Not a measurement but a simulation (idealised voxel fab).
Process module under the name voxel capacitor over wiring
205 nm wide, 5 nm square cells: that's cross-section cut.
Cross-section layout: square cells on a grid; listed as bands, top to bottom; a band spans one or more cell rows. Heights first: top, then bottom, in nm. Then materials, left to right, each with a width in nm. "everywhere" on a single material: fills the band edge to edge. "blank": empty space. Height is counted from the level 0, under which the received wafer is composed throughout of one material. The lowest of the bands is not closed at the bottom but continues downward, in the notation "z 0 and below". With a width like "30->40", each row of cells in the band differs from the next by the same amount, the top row carrying the first number and the bottom row the second. No cell of the cross-section changed in a step that is given as "no change occurred". In the "Internal closed voids" entry, you get each enclosed empty space of 8 cells or more, one with no open way to the top, written width x height at distance, distance from the left edge, in nm. Formally, on a step line, whatever follows the settings is a remark that the simulator itself makes on the step. overlay nm: mask offset rightward from planned place, masked step; negative means leftward offset.
PROCESS STEPS - PLAN
1 op RECEIVE | material Si
2 op CONFORMAL_DEP | material SiO2 | thk nm 10
3 op DIRECTIONAL_DEP | material TiN | thk nm 5
4 op DIRECTIONAL_DEP | material Ru | thk nm 20
5 op DIRECTIONAL_DEP | material aC | thk nm 10
6 op PATTERN | tone cover | mask id METAL_1 | material resist | width nm 30 | pitch nm 90 | thk nm 30 | overlay nm 0
7 op DIRECTIONAL_ETCH | etch materials aC | depth nm 10
8 op STRIP | etch materials resist
9 op DIRECTIONAL_ETCH | etch materials Ru | depth nm 20
10 op DIRECTIONAL_ETCH | etch materials TiN | depth nm 5
11 op STRIP | etch materials aC
12 op FILL_DEP | material lowk | thk nm 10
13 op CMP | height nm 35
14 op CONFORMAL_DEP | material SiCN | thk nm 5
15 op DIRECTIONAL_DEP | material lowk | thk nm 15
16 op DIRECTIONAL_DEP | material aC | thk nm 10
17 op PATTERN | tone open | mask id PLUG_1 | material resist | width nm 15 | thk nm 30 | overlay nm 0
18 op DIRECTIONAL_ETCH | etch materials aC | depth nm 10
19 op STRIP | etch materials resist
20 op DIRECTIONAL_ETCH | etch materials lowk | depth nm 15
21 op DIRECTIONAL_ETCH | etch materials SiCN | depth nm 5
22 op STRIP | etch materials aC
23 op EPI | material Ru | thk nm 10
24 op EPI | material Ru | thk nm 10
25 op DIRECTIONAL_DEP | material TiN | thk nm 10
26 op DIRECTIONAL_DEP | material HfO2 | thk nm 5
27 op DIRECTIONAL_DEP | material TiN | thk nm 5
28 op DIRECTIONAL_DEP | material aC | thk nm 10
29 op PATTERN | tone cover | mask id UPPER_PLATE | material resist | width nm 65 | thk nm 30 | overlay nm 0
30 op DIRECTIONAL_ETCH | etch materials aC | depth nm 10
31 op STRIP | etch materials resist
32 op DIRECTIONAL_ETCH | etch materials TiN | depth nm 5
33 op DIRECTIONAL_ETCH | etch materials HfO2 | depth nm 5
34 op STRIP | etch materials aC
35 op PATTERN | tone cover | mask id LOWER_PLATE | material resist | width nm 75 | thk nm 20 | overlay nm 0
36 op DIRECTIONAL_ETCH | etch materials TiN | depth nm 10
37 op STRIP | etch materials resist
38 op FILL_DEP | material SiO2 | thk nm 15
39 op CMP | height nm 85
40 op PATTERN | tone open | mask id PLUG_2 | material resist | width nm 15 | thk nm 15 | overlay nm 0
41 op DIRECTIONAL_ETCH | etch materials SiO2 | depth nm 10
42 op STRIP | etch materials resist
43 op CONFORMAL_DEP | material TiN | thk nm 5
44 op FILL_DEP | material Cu | thk nm 10
45 op CMP | height nm 85
46 op CONFORMAL_DEP | material SiCN | thk nm 5
WAFER AS RECEIVED: CROSS-SECTION FOLLOWING STEP 1
* z 0 and below  Si everywhere
* Internal closed voids: none
FINAL WAFER PROFILE IN CROSS-SECTION AFTER THE MODULE, FROM THE SAME START AND PLAN AS ABOVE, WITH ONE MISTAKE MADE DURING PROCESSING
* z 90 to 85  SiCN everywhere
* z 85 to 80  55 SiO2  65 TiN  85 SiO2
* z 80 to 75  55 SiO2  65 HfO2  85 SiO2
* z 75 to 65  Ru everywhere
* z 65 to 55  55 TiN  15 Ru  135 TiN
* z 55 to 45  55 lowk  15 TiN  135 lowk
* z 45 to 40  55 lowk  15 Ru  135 lowk
* z 40 to 35  55 SiCN  15 Ru  135 SiCN
* z 35 to 15  40 lowk  30 Ru  60 lowk  30 Ru  45 lowk
* z 15 to 10  40 lowk  30 TiN  60 lowk  30 TiN  45 lowk
* z 10 to 0  SiO2 everywhere
* z 0 and below  Si everywhere
* Internal closed voids: none
What was the processing mistake? steps 24 and 25 swapped
